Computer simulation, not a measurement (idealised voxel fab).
process module | voxel self aligned contacts
cross-section cut | 215 nm wide | cells 5 nm
A cross-section is a grid of square cells, given in bands from the top down. A band is one or more rows of cells.
Each band's line starts with the height of the band's top and of its bottom, in nm. Then come its materials from left to right, each with its width in nm. One material with "throughout" fills the band from edge to edge. "air" is empty space.
Height 0 is the level under which the wafer as received is all one material. The lowest band goes on downwards, as in "0 down".
A width such as "30 to 40" changes by the same amount from each row of cells to the next, from the band's top row to its bottom row.
"no change" after a step means that no cell of the cross-section changed.
closed voids: empty space of 8 cells or more with no open way to the top, each as width x height at its distance from the left edge, in nm
after a step's settings: what the simulator itself notes on the step
overlay nm, on a step with a mask: how far to the right of its planned place the mask lay; to the left if negative
plan
1 op RECEIVE | material Si
2 op OXIDIZE | depth nm 5
3 op DIRECTIONAL_DEP | material polySi | thk nm 30
4 op DIRECTIONAL_DEP | material SiN | thk nm 20
5 op DIRECTIONAL_DEP | material aC | thk nm 10
6 op PATTERN | tone cover | mask id GATE | material resist | width nm 25 | pitch nm 60 | thk nm 25 | overlay nm 0
7 op DIRECTIONAL_ETCH | etch materials aC | depth nm 10
8 op STRIP | etch materials resist
9 op DIRECTIONAL_ETCH | etch materials SiN | depth nm 20
10 op DIRECTIONAL_ETCH | etch materials polySi | depth nm 30
11 op STRIP | etch materials aC
12 op CONFORMAL_DEP | material SiN | thk nm 5
13 op DIRECTIONAL_ETCH | etch materials SiN | depth nm 5
14 op FILL_DEP | material SiO2 | thk nm 10
15 op CMP | height nm 55
16 op PATTERN | tone open | mask id CONTACT | material resist | width nm 45 | thk nm 15 | overlay nm 0
17 op DIRECTIONAL_ETCH | etch materials SiO2 | depth nm 60
18 op STRIP | etch materials resist
19 op CONFORMAL_DEP | material TiN | thk nm 5
20 op FILL_DEP | material Ru | thk nm 10
21 op CMP | height nm 55
22 op CONFORMAL_DEP | material SiN | thk nm 5
as received, after step 1
  0 down: Si throughout
  closed voids: none
first wafer at the end, as planned
  60 to 55: SiN throughout
  55 to 50: SiO2 85 | TiN 15 | Ru 15 | TiN 15 | SiO2 85
  50 to 30: SiO2 60 | SiN 35 | TiN 5 | Ru 15 | TiN 5 | SiN 35 | SiO2 60
  30 to 0: SiO2 60 | SiN 5 | polySi 25 | SiN 5 | TiN 5 | Ru 15 | TiN 5 | SiN 5 | polySi 25 | SiN 5 | SiO2 60
  0 to -5: SiO2 95 | TiN 25 | SiO2 95
  -5 down: Si throughout
  closed voids: none
second wafer at the end: like start, like plan, one mistake
  70 to 55: SiN throughout
  55 to 50: SiO2 85 | TiN 15 | Ru 15 | TiN 15 | SiO2 85
  50 to 30: SiO2 60 | SiN 35 | TiN 5 | Ru 15 | TiN 5 | SiN 35 | SiO2 60
  30 to 0: SiO2 60 | SiN 5 | polySi 25 | SiN 5 | TiN 5 | Ru 15 | TiN 5 | SiN 5 | polySi 25 | SiN 5 | SiO2 60
  0 to -5: SiO2 95 | TiN 25 | SiO2 95
  -5 down: Si throughout
  closed voids: none
what went wrong: step 22 ran as: op CONFORMAL_DEP | material SiN | thk nm 15
at the end the second wafer has, in cells: 86 more of SiN
